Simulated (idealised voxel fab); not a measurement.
process module | voxel trench capacitor
cross-section cut | 235 nm wide | cells 5 nm
A cross-section is a grid of square cells, given in bands from the top down. A band is one or more rows of cells.
Each band's line starts with the height of the band's top and of its bottom, in nm. Then come its materials from left to right, each with its width in nm. One material with "throughout" fills the band from edge to edge. "air" is empty space.
Height 0 is the level under which the wafer as received is all one material. The lowest band goes on downwards, as in "0 down".
A width such as "30 to 40" changes by the same amount from each row of cells to the next, from the band's top row to its bottom row.
"no change" after a step means that no cell of the cross-section changed.
closed voids: empty space of 8 cells or more with no open way to the top, each as width x height at its distance from the left edge, in nm
after a step's settings: what the simulator itself notes on the step
overlay nm, on a step with a mask: how far to the right of its planned place the mask lay; to the left if negative
plan
1 op RECEIVE | material Si
2 op CONFORMAL_DEP | material SiN | thk nm 10
3 op MASKED_ETCH | tone open | mask id TRENCH | width nm 15 | pitch nm 45 | etch materials SiN | depth nm 10 | overlay nm 0
4 op MASKED_ETCH | tone open | mask id TRENCH | width nm 15 | pitch nm 45 | etch materials Si | depth nm 25 | overlay nm 0
5 op CONFORMAL_DEP | material SiO2 | thk nm 5
6 op FILL_DEP | material polySi | thk nm 5
7 op CMP | height nm 10
as received, after step 1
  0 down: Si throughout
  closed voids: none
a wafer at the end: this start, this plan, one mistake
  10 to 0: SiN 85 | SiO2 5 | polySi 5 | SiO2 5 | SiN 30 | SiO2 5 | polySi 5 | SiO2 5 | SiN 90
  0 to -45: Si 85 | SiO2 5 | polySi 5 | SiO2 5 | Si 30 | SiO2 5 | polySi 5 | SiO2 5 | Si 90
  -45 to -50: Si 85 | SiO2 15 | Si 30 | SiO2 15 | Si 90
  -50 down: Si throughout
  closed voids: none
what went wrong: step 4 was run twice
